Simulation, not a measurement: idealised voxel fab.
The document below concerns the process module designated voxel wiring stack.
The cross-section shown here is cut; it is 205 nm wide and divided into square cells measuring 5 nm on a side.
A cross-section in this document is a grid of square cells, and it is written down as bands, the top band listed before the ones below it; a band is made up of one or more rows of cells.
Heights first: top, then bottom, in nm. Then materials, left to right, each with a width in nm. "all across" on a single material: fills the band edge to edge. "empty": empty space.
Convention: height 0 is the level below which the wafer, as received, is all one material. The lowest band does not terminate at the bottom but continues downward, represented as "from 0 down".
Think of "30 to 40" as a width that walks from the first number to the second as you go down the band, top row to bottom row, taking equal-sized steps from row to row.
When a step is marked "stayed the same", none of the cells in the cross-section changed during that step.
"Closed void list" means: voids of 8 cells or more that are shut off from the top with no open way through. Written width x height at distance, distance from the left edge, in nm.
Note: text after step settings on the step line = simulator remark on that step.
On any step carrying a mask, the "overlay nm" setting, if present on the step's line, tells how far right of its planned place the mask lay; negative values point to the left.

Steps planned for the process:
| 1 | RECEIVE | material Si |
| 2 | CONFORMAL_DEP | material SiO2 | thk nm 10 |
| 3 | DIRECTIONAL_DEP | material TiN | thk nm 5 |
| 4 | DIRECTIONAL_DEP | material Ru | thk nm 15 |
| 5 | DIRECTIONAL_DEP | material aC | thk nm 15 |
| 6 | PATTERN | tone cover | mask id METAL_1 | material resist | width nm 30 | pitch nm 60 | thk nm 35 | overlay nm 0 |
| 7 | DIRECTIONAL_ETCH | etch materials aC | depth nm 15 |
| 8 | STRIP | etch materials resist |
| 9 | DIRECTIONAL_ETCH | etch materials Ru | depth nm 15 |
| 10 | DIRECTIONAL_ETCH | etch materials TiN | depth nm 5 |
| 11 | STRIP | etch materials aC |
| 12 | FILL_DEP | material lowk | thk nm 5 |
| 13 | CMP | height nm 30 |
| 14 | CONFORMAL_DEP | material SiCN | thk nm 5 |
| 15 | DIRECTIONAL_DEP | material lowk | thk nm 25 |
| 16 | PATTERN | tone open | mask id METAL_2 | material resist | width nm 30 | pitch nm 60 | thk nm 20 | overlay nm 0 |
| 17 | DIRECTIONAL_ETCH | etch materials lowk | depth nm 15 |
| 18 | STRIP | etch materials resist |
| 19 | PATTERN | tone open | mask id METAL_2_HOLES | material resist | width nm 15 | pitch nm 60 | thk nm 20 | overlay nm 0 |
| 20 | DIRECTIONAL_ETCH | etch materials lowk | depth nm 10 |
| 21 | DIRECTIONAL_ETCH | etch materials SiCN | depth nm 5 |
| 22 | STRIP | etch materials resist |
| 23 | CONFORMAL_DEP | material TiN | thk nm 5 |
| 24 | FILL_DEP | material Ru | thk nm 5 |
| 25 | CMP | height nm 60 |
| 26 | CONFORMAL_DEP | material SiCN | thk nm 5 |
| 27 | DIRECTIONAL_DEP | material SiO2 | thk nm 10 |
| 28 | PATTERN | tone open | mask id PLUG_2 | material resist | width nm 15 | pitch nm 60 | thk nm 20 | overlay nm 0 |
| 29 | DIRECTIONAL_ETCH | etch materials SiO2 | depth nm 10 |
| 30 | DIRECTIONAL_ETCH | etch materials SiCN | depth nm 5 |
| 31 | STRIP | etch materials resist |
| 32 | CONFORMAL_DEP | material TiN | thk nm 5 |
| 33 | FILL_DEP | material W | thk nm 5 |
| 34 | CMP | height nm 75 |
| 35 | CONFORMAL_DEP | material SiN | thk nm 5 |
| 36 | DIRECTIONAL_DEP | material lowk | thk nm 20 |
| 37 | DIRECTIONAL_DEP | material aC | thk nm 15 |
| 38 | PATTERN | tone open | mask id METAL_3 | material resist | width nm 30 | pitch nm 60 | thk nm 30 | overlay nm 0 |
| 39 | DIRECTIONAL_ETCH | etch materials aC | depth nm 15 |
| 40 | STRIP | etch materials resist |
| 41 | DIRECTIONAL_ETCH | etch materials lowk | depth nm 20 |
| 42 | DIRECTIONAL_ETCH | etch materials SiN | depth nm 5 |
| 43 | STRIP | etch materials aC |
| 44 | CONFORMAL_DEP | material TiN | thk nm 5 |
| 45 | FILL_DEP | material Ru | thk nm 5 |
| 46 | CMP | height nm 100 |
| 47 | CONFORMAL_DEP | material SiN | thk nm 5 |

Below: the first of two wafers, run as planned:

This is the cross-section of the wafer as we received it, i.e. after step 1:
	from 0 down  Si all across
	Closed void list: none

After step 2, in cross-section:
	from 10 to 0  SiO2 all across
	Note: structure below 0 unchanged.

After step 3, in cross-section:
	from 15 to 10  TiN all across
	Note: structure below 10 unchanged.

After step 4, in cross-section:
	from 30 to 15  Ru all across
	Note: structure below 15 unchanged.

After step 5, in cross-section:
	from 45 to 30  aC all across
	Note: structure below 30 unchanged.

After step 6, in cross-section:
	from 80 to 45  empty: 55; resist: 30; empty: 30; resist: 30; empty: 60
	Note: structure below 45 unchanged.

After step 7, in cross-section:
	from 65 to 45  empty: 55; resist: 30; empty: 30; resist: 30; empty: 60
	from 45 to 30  empty: 55; aC: 30; empty: 30; aC: 30; empty: 60
	Note: structure below 30 unchanged.

After step 8, in cross-section:
	from 45 to 30  empty: 55; aC: 30; empty: 30; aC: 30; empty: 60
	Note: structure below 30 unchanged.

After step 9, in cross-section:
	from 45 to 30  empty: 55; aC: 30; empty: 30; aC: 30; empty: 60
	from 30 to 15  empty: 55; Ru: 30; empty: 30; Ru: 30; empty: 60
	Note: structure below 15 unchanged.

After step 10, in cross-section:
	from 45 to 30  empty: 55; aC: 30; empty: 30; aC: 30; empty: 60
	from 30 to 15  empty: 55; Ru: 30; empty: 30; Ru: 30; empty: 60
	from 15 to 10  empty: 55; TiN: 30; empty: 30; TiN: 30; empty: 60
	Note: structure below 10 unchanged.

After step 11, in cross-section:
	from 30 to 15  empty: 55; Ru: 30; empty: 30; Ru: 30; empty: 60
	Note: structure below 15 unchanged.

After step 12, in cross-section:
	from 35 to 30  lowk all across
	from 30 to 15  lowk: 55; Ru: 30; lowk: 30; Ru: 30; lowk: 60
	from 15 to 10  lowk: 55; TiN: 30; lowk: 30; TiN: 30; lowk: 60
	Note: structure below 10 unchanged.

After step 13, in cross-section:
	from 30 to 15  lowk: 55; Ru: 30; lowk: 30; Ru: 30; lowk: 60
	Note: structure below 15 unchanged.

After step 14, in cross-section:
	from 35 to 30  SiCN all across
	Note: structure below 30 unchanged.

After step 15, in cross-section:
	from 60 to 35  lowk all across
	Note: structure below 35 unchanged.

After step 16, in cross-section:
	from 80 to 60  resist: 55; empty: 30; resist: 30; empty: 30; resist: 60
	Note: structure below 60 unchanged.

After step 17, in cross-section:
	from 80 to 60  resist: 55; empty: 30; resist: 30; empty: 30; resist: 60
	from 60 to 45  lowk: 55; empty: 30; lowk: 30; empty: 30; lowk: 60
	Note: structure below 45 unchanged.

After step 18, in cross-section:
	from 60 to 45  lowk: 55; empty: 30; lowk: 30; empty: 30; lowk: 60
	Note: structure below 45 unchanged.

After step 19, in cross-section:
	from 80 to 60  resist: 55; empty: 15; resist: 45; empty: 15; resist: 75
	from 60 to 45  lowk: 55; empty: 15; resist: 15; lowk: 30; empty: 15; resist: 15; lowk: 60
	Note: structure below 45 unchanged.

After step 20, in cross-section:
	from 80 to 60  resist: 55; empty: 15; resist: 45; empty: 15; resist: 75
	from 60 to 45  lowk: 55; empty: 15; resist: 15; lowk: 30; empty: 15; resist: 15; lowk: 60
	from 45 to 35  lowk: 55; empty: 15; lowk: 45; empty: 15; lowk: 75
	Note: structure below 35 unchanged.

After step 21, in cross-section:
	from 80 to 60  resist: 55; empty: 15; resist: 45; empty: 15; resist: 75
	from 60 to 45  lowk: 55; empty: 15; resist: 15; lowk: 30; empty: 15; resist: 15; lowk: 60
	from 45 to 35  lowk: 55; empty: 15; lowk: 45; empty: 15; lowk: 75
	from 35 to 30  SiCN: 55; empty: 15; SiCN: 45; empty: 15; SiCN: 75
	Note: structure below 30 unchanged.

After step 22, in cross-section:
	from 60 to 45  lowk: 55; empty: 30; lowk: 30; empty: 30; lowk: 60
	Note: structure below 45 unchanged.

After step 23, in cross-section:
	from 65 to 60  TiN: 60; empty: 20; TiN: 40; empty: 20; TiN: 65
	from 60 to 50  lowk: 55; TiN: 5; empty: 20; TiN: 5; lowk: 30; TiN: 5; empty: 20; TiN: 5; lowk: 60
	from 50 to 45  lowk: 55; TiN: 5; empty: 5; TiN: 20; lowk: 30; TiN: 5; empty: 5; TiN: 20; lowk: 60
	from 45 to 35  lowk: 55; TiN: 5; empty: 5; TiN: 5; lowk: 45; TiN: 5; empty: 5; TiN: 5; lowk: 75
	from 35 to 30  SiCN: 55; TiN: 15; SiCN: 45; TiN: 15; SiCN: 75
	Note: structure below 30 unchanged.

After step 24, in cross-section:
	from 70 to 65  Ru all across
	from 65 to 60  TiN: 60; Ru: 20; TiN: 40; Ru: 20; TiN: 65
	from 60 to 50  lowk: 55; TiN: 5; Ru: 20; TiN: 5; lowk: 30; TiN: 5; Ru: 20; TiN: 5; lowk: 60
	from 50 to 45  lowk: 55; TiN: 5; Ru: 5; TiN: 20; lowk: 30; TiN: 5; Ru: 5; TiN: 20; lowk: 60
	from 45 to 35  lowk: 55; TiN: 5; Ru: 5; TiN: 5; lowk: 45; TiN: 5; Ru: 5; TiN: 5; lowk: 75
	Note: structure below 35 unchanged.

After step 25, in cross-section:
	from 60 to 50  lowk: 55; TiN: 5; Ru: 20; TiN: 5; lowk: 30; TiN: 5; Ru: 20; TiN: 5; lowk: 60
	Note: structure below 50 unchanged.

After step 26, in cross-section:
	from 65 to 60  SiCN all across
	Note: structure below 60 unchanged.

After step 27, in cross-section:
	from 75 to 65  SiO2 all across
	Note: structure below 65 unchanged.

After step 28, in cross-section:
	from 95 to 75  resist: 55; empty: 15; resist: 45; empty: 15; resist: 75
	Note: structure below 75 unchanged.

After step 29, in cross-section:
	from 95 to 75  resist: 55; empty: 15; resist: 45; empty: 15; resist: 75
	from 75 to 65  SiO2: 55; empty: 15; SiO2: 45; empty: 15; SiO2: 75
	Note: structure below 65 unchanged.

After step 30, in cross-section:
	from 95 to 75  resist: 55; empty: 15; resist: 45; empty: 15; resist: 75
	from 75 to 65  SiO2: 55; empty: 15; SiO2: 45; empty: 15; SiO2: 75
	from 65 to 60  SiCN: 55; empty: 15; SiCN: 45; empty: 15; SiCN: 75
	Note: structure below 60 unchanged.

After step 31, in cross-section:
	from 75 to 65  SiO2: 55; empty: 15; SiO2: 45; empty: 15; SiO2: 75
	Note: structure below 65 unchanged.

After step 32, in cross-section:
	from 80 to 75  TiN: 60; empty: 5; TiN: 55; empty: 5; TiN: 80
	from 75 to 65  SiO2: 55; TiN: 5; empty: 5; TiN: 5; SiO2: 45; TiN: 5; empty: 5; TiN: 5; SiO2: 75
	from 65 to 60  SiCN: 55; TiN: 15; SiCN: 45; TiN: 15; SiCN: 75
	Note: structure below 60 unchanged.

After step 33, in cross-section:
	from 85 to 80  W all across
	from 80 to 75  TiN: 60; W: 5; TiN: 55; W: 5; TiN: 80
	from 75 to 65  SiO2: 55; TiN: 5; W: 5; TiN: 5; SiO2: 45; TiN: 5; W: 5; TiN: 5; SiO2: 75
	Note: structure below 65 unchanged.

After step 34, in cross-section:
	from 75 to 65  SiO2: 55; TiN: 5; W: 5; TiN: 5; SiO2: 45; TiN: 5; W: 5; TiN: 5; SiO2: 75
	Note: structure below 65 unchanged.

After step 35, in cross-section:
	from 80 to 75  SiN all across
	Note: structure below 75 unchanged.

After step 36, in cross-section:
	from 100 to 80  lowk all across
	Note: structure below 80 unchanged.

After step 37, in cross-section:
	from 115 to 100  aC all across
	Note: structure below 100 unchanged.

After step 38, in cross-section:
	from 145 to 115  resist: 55; empty: 30; resist: 30; empty: 30; resist: 60
	Note: structure below 115 unchanged.

After step 39, in cross-section:
	from 130 to 115  resist: 55; empty: 30; resist: 30; empty: 30; resist: 60
	from 115 to 100  aC: 55; empty: 30; aC: 30; empty: 30; aC: 60
	Note: structure below 100 unchanged.

After step 40, in cross-section:
	from 115 to 100  aC: 55; empty: 30; aC: 30; empty: 30; aC: 60
	Note: structure below 100 unchanged.

After step 41, in cross-section:
	from 115 to 100  aC: 55; empty: 30; aC: 30; empty: 30; aC: 60
	from 100 to 80  lowk: 55; empty: 30; lowk: 30; empty: 30; lowk: 60
	Note: structure below 80 unchanged.

After step 42, in cross-section:
	from 115 to 100  aC: 55; empty: 30; aC: 30; empty: 30; aC: 60
	from 100 to 80  lowk: 55; empty: 30; lowk: 30; empty: 30; lowk: 60
	from 80 to 75  SiN: 55; empty: 30; SiN: 30; empty: 30; SiN: 60
	Note: structure below 75 unchanged.

After step 43, in cross-section:
	from 100 to 80  lowk: 55; empty: 30; lowk: 30; empty: 30; lowk: 60
	Note: structure below 80 unchanged.

After step 44, in cross-section:
	from 105 to 100  TiN: 60; empty: 20; TiN: 40; empty: 20; TiN: 65
	from 100 to 80  lowk: 55; TiN: 5; empty: 20; TiN: 5; lowk: 30; TiN: 5; empty: 20; TiN: 5; lowk: 60
	from 80 to 75  SiN: 55; TiN: 30; SiN: 30; TiN: 30; SiN: 60
	Note: structure below 75 unchanged.

After step 45, in cross-section:
	from 110 to 105  Ru all across
	from 105 to 100  TiN: 60; Ru: 20; TiN: 40; Ru: 20; TiN: 65
	from 100 to 80  lowk: 55; TiN: 5; Ru: 20; TiN: 5; lowk: 30; TiN: 5; Ru: 20; TiN: 5; lowk: 60
	Note: structure below 80 unchanged.

After step 46, in cross-section:
	from 100 to 80  lowk: 55; TiN: 5; Ru: 20; TiN: 5; lowk: 30; TiN: 5; Ru: 20; TiN: 5; lowk: 60
	Note: structure below 80 unchanged.

After step 47, in cross-section:
	from 105 to 100  SiN all across
	Note: structure below 100 unchanged.

Second wafer - shared start and plan with the first - one error in running - same as the first up to step 13 inclusive:

when step 14 should have ended:
	from 55 to 30  lowk all across
	Note: structure below 30 unchanged.

when step 15 should have ended:
	from 60 to 55  SiCN all across
	Note: structure below 55 unchanged.

when step 16 should have ended:
	from 80 to 60  resist: 55; empty: 30; resist: 30; empty: 30; resist: 60
	Note: structure below 60 unchanged.

when step 17 should have ended: stayed the same

when step 18 should have ended:
	from 60 to 55  SiCN all across
	Note: structure below 55 unchanged.

when step 19 should have ended:
	from 80 to 60  resist: 55; empty: 15; resist: 45; empty: 15; resist: 75
	Note: structure below 60 unchanged.

when step 20 should have ended: stayed the same

when step 21 should have ended:
	from 80 to 60  resist: 55; empty: 15; resist: 45; empty: 15; resist: 75
	from 60 to 55  SiCN: 55; empty: 15; SiCN: 45; empty: 15; SiCN: 75
	Note: structure below 55 unchanged.

when step 22 should have ended:
	from 60 to 55  SiCN: 55; empty: 15; SiCN: 45; empty: 15; SiCN: 75
	Note: structure below 55 unchanged.

when step 23 should have ended:
	from 65 to 60  TiN: 60; empty: 5; TiN: 55; empty: 5; TiN: 80
	from 60 to 55  SiCN: 55; TiN: 15; SiCN: 45; TiN: 15; SiCN: 75
	Note: structure below 55 unchanged.

when step 24 should have ended:
	from 70 to 65  Ru all across
	from 65 to 60  TiN: 60; Ru: 5; TiN: 55; Ru: 5; TiN: 80
	Note: structure below 60 unchanged.

when step 25 should have ended:
	from 60 to 55  SiCN: 55; TiN: 15; SiCN: 45; TiN: 15; SiCN: 75
	Note: structure below 55 unchanged.

when step 26 should have ended:
	from 65 to 60  SiCN all across
	Note: structure below 60 unchanged.

when step 27 should have ended:
	from 75 to 65  SiO2 all across
	Note: structure below 65 unchanged.

when step 28 should have ended:
	from 95 to 75  resist: 55; empty: 15; resist: 45; empty: 15; resist: 75
	Note: structure below 75 unchanged.

when step 29 should have ended:
	from 95 to 75  resist: 55; empty: 15; resist: 45; empty: 15; resist: 75
	from 75 to 65  SiO2: 55; empty: 15; SiO2: 45; empty: 15; SiO2: 75
	Note: structure below 65 unchanged.

when step 30 should have ended:
	from 95 to 75  resist: 55; empty: 15; resist: 45; empty: 15; resist: 75
	from 75 to 65  SiO2: 55; empty: 15; SiO2: 45; empty: 15; SiO2: 75
	from 65 to 60  SiCN: 55; empty: 15; SiCN: 45; empty: 15; SiCN: 75
	Note: structure below 60 unchanged.

when step 31 should have ended:
	from 75 to 65  SiO2: 55; empty: 15; SiO2: 45; empty: 15; SiO2: 75
	Note: structure below 65 unchanged.

when step 32 should have ended:
	from 80 to 75  TiN: 60; empty: 5; TiN: 55; empty: 5; TiN: 80
	from 75 to 65  SiO2: 55; TiN: 5; empty: 5; TiN: 5; SiO2: 45; TiN: 5; empty: 5; TiN: 5; SiO2: 75
	from 65 to 55  SiCN: 55; TiN: 15; SiCN: 45; TiN: 15; SiCN: 75
	Note: structure below 55 unchanged.

when step 33 should have ended:
	from 85 to 80  W all across
	from 80 to 75  TiN: 60; W: 5; TiN: 55; W: 5; TiN: 80
	from 75 to 65  SiO2: 55; TiN: 5; W: 5; TiN: 5; SiO2: 45; TiN: 5; W: 5; TiN: 5; SiO2: 75
	Note: structure below 65 unchanged.

when step 34 should have ended:
	from 75 to 65  SiO2: 55; TiN: 5; W: 5; TiN: 5; SiO2: 45; TiN: 5; W: 5; TiN: 5; SiO2: 75
	Note: structure below 65 unchanged.

when step 35 should have ended:
	from 80 to 75  SiN all across
	Note: structure below 75 unchanged.

when step 36 should have ended:
	from 100 to 80  lowk all across
	Note: structure below 80 unchanged.

when step 37 should have ended:
	from 115 to 100  aC all across
	Note: structure below 100 unchanged.

when step 38 should have ended:
	from 145 to 115  resist: 55; empty: 30; resist: 30; empty: 30; resist: 60
	Note: structure below 115 unchanged.

when step 39 should have ended:
	from 130 to 115  resist: 55; empty: 30; resist: 30; empty: 30; resist: 60
	from 115 to 100  aC: 55; empty: 30; aC: 30; empty: 30; aC: 60
	Note: structure below 100 unchanged.

when step 40 should have ended:
	from 115 to 100  aC: 55; empty: 30; aC: 30; empty: 30; aC: 60
	Note: structure below 100 unchanged.

when step 41 should have ended:
	from 115 to 100  aC: 55; empty: 30; aC: 30; empty: 30; aC: 60
	from 100 to 80  lowk: 55; empty: 30; lowk: 30; empty: 30; lowk: 60
	Note: structure below 80 unchanged.

when step 42 should have ended:
	from 115 to 100  aC: 55; empty: 30; aC: 30; empty: 30; aC: 60
	from 100 to 80  lowk: 55; empty: 30; lowk: 30; empty: 30; lowk: 60
	from 80 to 75  SiN: 55; empty: 30; SiN: 30; empty: 30; SiN: 60
	Note: structure below 75 unchanged.

when step 43 should have ended:
	from 100 to 80  lowk: 55; empty: 30; lowk: 30; empty: 30; lowk: 60
	Note: structure below 80 unchanged.

when step 44 should have ended:
	from 105 to 100  TiN: 60; empty: 20; TiN: 40; empty: 20; TiN: 65
	from 100 to 80  lowk: 55; TiN: 5; empty: 20; TiN: 5; lowk: 30; TiN: 5; empty: 20; TiN: 5; lowk: 60
	from 80 to 75  SiN: 55; TiN: 30; SiN: 30; TiN: 30; SiN: 60
	Note: structure below 75 unchanged.

when step 45 should have ended:
	from 110 to 105  Ru all across
	from 105 to 100  TiN: 60; Ru: 20; TiN: 40; Ru: 20; TiN: 65
	from 100 to 80  lowk: 55; TiN: 5; Ru: 20; TiN: 5; lowk: 30; TiN: 5; Ru: 20; TiN: 5; lowk: 60
	Note: structure below 80 unchanged.

when step 46 should have ended:
	from 100 to 80  lowk: 55; TiN: 5; Ru: 20; TiN: 5; lowk: 30; TiN: 5; Ru: 20; TiN: 5; lowk: 60
	Note: structure below 80 unchanged.

when step 47 should have ended:
	from 105 to 100  SiN all across
	Note: structure below 100 unchanged.
Error vs. plan: the executed order of steps 14 and 15 is the reverse of that specified in the plan, each step having taken the other's position
The second wafer ends with more or fewer cells of some materials than the first, per final count: Ru: 22 fewer, TiN: 26 fewer, lowk: 48 more
